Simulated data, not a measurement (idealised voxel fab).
voxel tone inversion: a process module
Xsec cut, 255 nm wide, square cell size 5 nm.
A cross-section is written here as square cells arranged in a grid, and it is given in bands from the top down, each band taking up one or more rows of cells. In this notation a band is specified by the heights of its top and bottom, in that order and in nm, after which its materials appear from left to right, each paired with its width in nm. The word "all across" attached to a single material means that material fills the band from edge to edge; the word "empty" stands for empty space. Zero point of the height axis is 0; under it, received wafer = one material. Lowest band: continues down indefinitely, "from 0 down". Width spec "30..40" -> top row of cells at first value, bottom row at second value, equal per-row change in between. Key: "no change occurred" - step with no changed cell in the cross-section. Unvented voids: empty space of 8 cells or more with no open way to the top, each as width x height at its distance from the left edge, in nm. after a step's settings: what the simulator itself notes on the step. If you see "overlay nm" on a step's line and that step has a mask, it's telling you how far right of where it was planned the mask ended up; a negative number means it went left instead.
The following list gives the planned process steps
1: RECEIVE, material Si
2: CONFORMAL_DEP, material SiN, thk nm 5
3: DIRECTIONAL_DEP, material polySi, thk nm 20
4: PATTERN, tone cover, mask id POSTS, material resist, width nm 20, pitch nm 40, thk nm 30, overlay nm 0
5: DIRECTIONAL_ETCH, etch materials polySi, depth nm 20
6: STRIP, etch materials resist
7: FILL_DEP, material lowk, thk nm 5
8: CMP, height nm 25
9: STRIP, etch materials polySi
10: CONFORMAL_DEP, material TiN, thk nm 5
11: FILL_DEP, material Cu, thk nm 5
12: CMP, height nm 25
13: CONFORMAL_DEP, material SiN, thk nm 5
First wafer, as planned
Wafer cross-section on receipt, i.e. after step 1
    from 0 down: Si all across
    Unvented voids: none
Wafer after step 2 (cross-section)
    from 5 to 0: SiN all across
    All layers under 0 are left as they were.
Wafer after step 3 (cross-section)
    from 25 to 5: polySi all across
    All layers under 5 are left as they were.
Wafer after step 4 (cross-section)
    from 55 to 25: empty 55 nm / resist 20 nm / empty 20 nm / resist 20 nm / empty 20 nm / resist 20 nm / empty 20 nm / resist 20 nm / empty 60 nm
    All layers under 25 are left as they were.
Wafer after step 5 (cross-section)
    from 55 to 25: empty 55 nm / resist 20 nm / empty 20 nm / resist 20 nm / empty 20 nm / resist 20 nm / empty 20 nm / resist 20 nm / empty 60 nm
    from 25 to 5: empty 55 nm / polySi 20 nm / empty 20 nm / polySi 20 nm / empty 20 nm / polySi 20 nm / empty 20 nm / polySi 20 nm / empty 60 nm
    All layers under 5 are left as they were.
Wafer after step 6 (cross-section)
    from 25 to 5: empty 55 nm / polySi 20 nm / empty 20 nm / polySi 20 nm / empty 20 nm / polySi 20 nm / empty 20 nm / polySi 20 nm / empty 60 nm
    All layers under 5 are left as they were.
Wafer after step 7 (cross-section)
    from 30 to 25: lowk all across
    from 25 to 5: lowk 55 nm / polySi 20 nm / lowk 20 nm / polySi 20 nm / lowk 20 nm / polySi 20 nm / lowk 20 nm / polySi 20 nm / lowk 60 nm
    All layers under 5 are left as they were.
Wafer after step 8 (cross-section)
    from 25 to 5: lowk 55 nm / polySi 20 nm / lowk 20 nm / polySi 20 nm / lowk 20 nm / polySi 20 nm / lowk 20 nm / polySi 20 nm / lowk 60 nm
    All layers under 5 are left as they were.
Wafer after step 9 (cross-section)
    from 25 to 5: lowk 55 nm / empty 20 nm / lowk 20 nm / empty 20 nm / lowk 20 nm / empty 20 nm / lowk 20 nm / empty 20 nm / lowk 60 nm
    All layers under 5 are left as they were.
Wafer after step 10 (cross-section)
    from 30 to 25: TiN 60 nm / empty 10 nm / TiN 30 nm / empty 10 nm / TiN 30 nm / empty 10 nm / TiN 30 nm / empty 10 nm / TiN 65 nm
    from 25 to 10: lowk 55 nm / TiN 5 nm / empty 10 nm / TiN 5 nm / lowk 20 nm / TiN 5 nm / empty 10 nm / TiN 5 nm / lowk 20 nm / TiN 5 nm / empty 10 nm / TiN 5 nm / lowk 20 nm / TiN 5 nm / empty 10 nm / TiN 5 nm / lowk 60 nm
    from 10 to 5: lowk 55 nm / TiN 20 nm / lowk 20 nm / TiN 20 nm / lowk 20 nm / TiN 20 nm / lowk 20 nm / TiN 20 nm / lowk 60 nm
    All layers under 5 are left as they were.
Wafer after step 11 (cross-section)
    from 35 to 30: Cu all across
    from 30 to 25: TiN 60 nm / Cu 10 nm / TiN 30 nm / Cu 10 nm / TiN 30 nm / Cu 10 nm / TiN 30 nm / Cu 10 nm / TiN 65 nm
    from 25 to 10: lowk 55 nm / TiN 5 nm / Cu 10 nm / TiN 5 nm / lowk 20 nm / TiN 5 nm / Cu 10 nm / TiN 5 nm / lowk 20 nm / TiN 5 nm / Cu 10 nm / TiN 5 nm / lowk 20 nm / TiN 5 nm / Cu 10 nm / TiN 5 nm / lowk 60 nm
    All layers under 10 are left as they were.
Wafer after step 12 (cross-section)
    from 25 to 10: lowk 55 nm / TiN 5 nm / Cu 10 nm / TiN 5 nm / lowk 20 nm / TiN 5 nm / Cu 10 nm / TiN 5 nm / lowk 20 nm / TiN 5 nm / Cu 10 nm / TiN 5 nm / lowk 20 nm / TiN 5 nm / Cu 10 nm / TiN 5 nm / lowk 60 nm
    All layers under 10 are left as they were.
Wafer after step 13 (cross-section)
    from 30 to 25: SiN all across
    All layers under 25 are left as they were.
Regarding the second of the two wafers: it shared the first wafer's starting condition and process plan, yet one error occurred during its execution. Its history coincides with that of the first wafer up to and including step 11
Cross-section of the second wafer at the time step 12 of the plan should have ended
    from 25 to 10: lowk 55 nm / TiN 5 nm / Cu 10 nm / TiN 5 nm / lowk 20 nm / TiN 5 nm / Cu 10 nm / TiN 5 nm / lowk 20 nm / TiN 5 nm / Cu 10 nm / TiN 5 nm / lowk 20 nm / TiN 5 nm / Cu 10 nm / TiN 5 nm / lowk 60 nm
    All layers under 10 are left as they were.
Cross-section of the second wafer at the time step 13 of the plan should have ended
    from 30 to 25: SiN all across
    All layers under 25 are left as they were.
It is concluded that the wafer was processed incorrectly with respect to the plan, in that regarding the plan, step 12 was run twice
Same final cross-section on the two wafers, so the model's numbers don't move because of the mistake.
